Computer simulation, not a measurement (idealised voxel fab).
The name of this process module is voxel gate over fins.
Shown is cross-section cut, with a width of 255 nm and square cells of size 5 nm.
Cross-section format: a grid of square cells, given as bands from top to bottom; each band is one or more rows of cells. Look at the band entry: it leads with the top's height and the bottom's height in nm. Then it lists the materials left to right, with a width in nm for each. The word "throughout" on a single material says that material fills the band edge to edge. The word "air" is empty space. Height datum 0, below which the as-received substrate wafer is one material. Lowest band open at the bottom, running downward: "0..down". A two-number width, for instance "30 to 40", indicates that the width is equal to the first number in the top row of the band and to the second number in the bottom row, and that it changes by a constant amount per row of cells. Where the words "identical to before" appear for a step, the cross-section shows no cell changed by that step; every cell remained as before. "Closed void roster": sealed empty spaces, 8 cells or more, no open way to top, listed width x height at distance, with distance from the left edge and width, height and distance in nm. On a step's line, text after the settings is the simulator commenting on that step. overlay nm: step with mask; distance mask lay right of planned place; negative value = left of planned place.
**These are the steps we planned for the process**
1: RECEIVE (material Si)
2: CONFORMAL_DEP (material SiN; thk nm 5)
3: DIRECTIONAL_DEP (material aC; thk nm 15)
4: PATTERN (tone cover; mask id FINS; material resist; width nm 15; pitch nm 50; thk nm 30; overlay nm 0)
5: DIRECTIONAL_ETCH (etch materials aC; depth nm 15)
6: STRIP (etch materials resist)
7: DIRECTIONAL_ETCH (etch materials SiN; depth nm 5)
8: DIRECTIONAL_ETCH (etch materials Si; depth nm 40)
9: STRIP (etch materials aC)
10: OXIDIZE (depth nm 5)
11: FILL_DEP (material SiO2; thk nm 15)
12: CMP (height nm 5)
13: PATTERN (tone open; mask id RAIL; material resist; width nm 15; thk nm 15; overlay nm 0)
14: DIRECTIONAL_ETCH (etch materials SiO2; depth nm 40)
15: STRIP (etch materials resist)
16: CONFORMAL_DEP (material TiN; thk nm 5)
17: FILL_DEP (material Ru; thk nm 10)
18: CMP (height nm 5)
19: SELECTIVE_ETCH (etch materials W Ru TiN; depth nm 25)
20: FILL_DEP (material SiO2; thk nm 5)
21: CMP (height nm 5)
22: SELECTIVE_ETCH (etch materials SiO2; depth nm 15)
23: STRIP (etch materials SiN)
24: CONFORMAL_DEP (material HfO2; thk nm 5)
25: CONFORMAL_DEP (material TiN; thk nm 5)
26: CONFORMAL_DEP (material TiAl; thk nm 5)
27: CONFORMAL_DEP (material TiN; thk nm 5)
28: FILL_DEP (material W; thk nm 10)
29: CMP (height nm 25)
30: CONFORMAL_DEP (material SiN; thk nm 5)
**The cross-section here shows the wafer as received, i.e. in its state after step 1**
* 0..down = Si throughout
* Closed void roster: none
**Wafer at module end, in section. Began as above, planned as above, run with one mistake**
* 30..25 = SiN throughout
* 25..20 = W throughout
* 20..15 = TiN throughout
* 15..10 = TiAl throughout
* 10..5 = TiN throughout
* 5..0 = HfO2 throughout
* 0..-20 = 75 SiO2, 5 Si, 45 SiO2, 5 Si, 45 SiO2, 5 Si, 75 SiO2
* -20..-30 = 75 SiO2, 5 Si, 15 SiO2, 5 TiN, 5 Ru, 5 TiN, 15 SiO2, 5 Si, 45 SiO2, 5 Si, 75 SiO2
* -30..-35 = 75 SiO2, 5 Si, 15 SiO2, 15 TiN, 15 SiO2, 5 Si, 45 SiO2, 5 Si, 75 SiO2
* -35..-45 = 75 SiO2, 5 Si, 45 SiO2, 5 Si, 45 SiO2, 5 Si, 75 SiO2
* -45..down = Si throughout
* Closed void roster: none
What was done differently from what was planned? it should be noted that step 22 was executed with settings other than those planned, the operation and settings actually applied being SELECTIVE_ETCH (etch materials SiO2; depth nm 5)
